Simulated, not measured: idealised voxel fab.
process module | voxel trench capacitor
cross-section cut | 230 nm wide | cells 5 nm
A cross-section is a grid of square cells, given in bands from the top down. A band is one or more rows of cells.
Each band's line starts with the height of the band's top and of its bottom, in nm. Then come its materials from left to right, each with its width in nm. One material with "throughout" fills the band from edge to edge. "air" is empty space.
Height 0 is the level under which the wafer as received is all one material. The lowest band goes on downwards, as in "0 down".
A width such as "30 to 40" changes by the same amount from each row of cells to the next, from the band's top row to its bottom row.
"no change" after a step means that no cell of the cross-section changed.
closed voids: empty space of 8 cells or more with no open way to the top, each as width x height at its distance from the left edge, in nm
after a step's settings: what the simulator itself notes on the step
overlay nm, on a step with a mask: how far to the right of its planned place the mask lay; to the left if negative
plan
1 op RECEIVE | material Si
2 op CONFORMAL_DEP | material SiN | thk nm 5
3 op MASKED_ETCH | tone open | mask id TRENCH | width nm 15 | pitch nm 30 | etch materials SiN | depth nm 5 | overlay nm 0
4 op MASKED_ETCH | tone open | mask id TRENCH | width nm 15 | pitch nm 30 | etch materials Si | depth nm 35 | overlay nm 0
5 op CONFORMAL_DEP | material Al2O3 | thk nm 5
6 op FILL_DEP | material polySi | thk nm 5
7 op CMP | height nm 5
as received, after step 1
  0 down: Si throughout
  closed voids: none
first wafer at the end, as planned
  5 to 0: SiN 60 | Al2O3 5 | polySi 5 | Al2O3 5 | SiN 15 | Al2O3 5 | polySi 5 | Al2O3 5 | SiN 15 | Al2O3 5 | polySi 5 | Al2O3 5 | SiN 15 | Al2O3 5 | polySi 5 | Al2O3 5 | SiN 65
  0 to -30: Si 60 | Al2O3 5 | polySi 5 | Al2O3 5 | Si 15 | Al2O3 5 | polySi 5 | Al2O3 5 | Si 15 | Al2O3 5 | polySi 5 | Al2O3 5 | Si 15 | Al2O3 5 | polySi 5 | Al2O3 5 | Si 65
  -30 to -35: Si 60 | Al2O3 15 | Si 15 | Al2O3 15 | Si 15 | Al2O3 15 | Si 15 | Al2O3 15 | Si 65
  -35 down: Si throughout
  closed voids: none
second wafer at the end: like start, like plan, one mistake
  0 to -30: Si 60 | Al2O3 5 | polySi 5 | Al2O3 5 | Si 15 | Al2O3 5 | polySi 5 | Al2O3 5 | Si 15 | Al2O3 5 | polySi 5 | Al2O3 5 | Si 15 | Al2O3 5 | polySi 5 | Al2O3 5 | Si 65
  -30 to -35: Si 60 | Al2O3 15 | Si 15 | Al2O3 15 | Si 15 | Al2O3 15 | Si 15 | Al2O3 15 | Si 65
  -35 down: Si throughout
  closed voids: none
what went wrong: step 7 ran as: op CMP | height nm 0
at the end the second wafer has, in cells: 8 fewer of Al2O3 | 34 fewer of SiN | 4 fewer of polySi
